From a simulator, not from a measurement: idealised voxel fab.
Module name: voxel ribs on slabs (process module)
Cross-sectional view cut (width: 140 nm; square cell size: 5 nm).
Heads up, the way a cross-section reads in here is a grid of square cells, handed over as bands from the top down, with every band being one or more rows of cells. Heads up on the band format: heights come first, top then bottom, in nm. After that it's the materials left to right, each with its width in nm. A single material flagged "full width" fills the whole band edge to edge, and "air" means there's empty space there. We count height from 0. Below that, the starting wafer is all one material. The lowest band never ends at the bottom but goes on down; see "0 -> down" for how that is written. It should be noted that a width expressed as "30..40" varies in equal increments from row to row of cells within the band, taking the value of the first number at the top row and that of the second number at the bottom row. "remained the same" means the step left every cell of the cross-section as it was. Under "Fully closed voids" you'll find the enclosed gaps, the ones with no way out to the top, that are 8 cells or bigger; each reads width x height at distance, with distance counted from the left edge, everything in nm. That trailing text on a step's line, after the settings, is the simulator's own remark on the step. "overlay nm" answers the question of how far to the right of plan the mask lay on a step that has a mask, and when it is negative the answer is to the left.
Listed below are the process steps as planned:
1 op RECEIVE | material Si
2 op DIRECTIONAL_DEP | material SiO2 | thk nm 30
3 op DIRECTIONAL_DEP | material polySi | thk nm 15
4 op MASKED_ETCH | tone cover | mask id RIB | width nm 30 | etch materials polySi | depth nm 5 | overlay nm 0
5 op PATTERN | tone cover | mask id SLAB | material resist | width nm 90 | thk nm 15 | overlay nm 0
6 op DIRECTIONAL_ETCH | etch materials polySi | depth nm 10
7 op STRIP | etch materials resist
8 op FILL_DEP | material SiO2 | thk nm 30
9 op CMP | height nm 65
10 op DIRECTIONAL_DEP | material W | thk nm 10
11 op PATTERN | tone cover | mask id HEATER | material resist | width nm 40 | thk nm 15 | overlay nm 0
12 op DIRECTIONAL_ETCH | etch materials W | depth nm 10
13 op STRIP | etch materials resist
14 op CONFORMAL_DEP | material SiO2 | thk nm 10
As-received state of the wafer in cross-section, equivalent to post-step 1:
0 -> down | Si full width
Fully closed voids: none
Wafer cross-section at module end: first of two, run to plan:
85 -> 75 | air (40) / SiO2 (60) / air (40)
75 -> 65 | SiO2 (50) / W (40) / SiO2 (50)
65 -> 45 | SiO2 full width
45 -> 40 | SiO2 (55) / polySi (30) / SiO2 (55)
40 -> 30 | SiO2 (25) / polySi (90) / SiO2 (25)
30 -> 0 | SiO2 full width
0 -> down | Si full width
Fully closed voids: none
End-of-module cross-section of the second wafer: identical starting point and process plan to the first, with one processing mistake:
85 -> 75 | air (40) / SiO2 (60) / air (40)
75 -> 65 | SiO2 (50) / W (40) / SiO2 (50)
65 -> 40 | SiO2 full width
40 -> 35 | polySi (25) / SiO2 (90) / polySi (25)
35 -> 30 | polySi (25) / SiO2 (30) / polySi (30) / SiO2 (30) / polySi (25)
30 -> 0 | SiO2 full width
0 -> down | Si full width
Fully closed voids: none
Deviation noted in wafer processing: the process deviated at step 5: the operation and settings actually run there were op PATTERN | tone open | mask id SLAB | material resist | width nm 90 | thk nm 15 | overlay nm 0
Bottom line after processing is that, in cells, the second wafer is up or down on some materials versus the first: SiO2 +16 | polySi -16
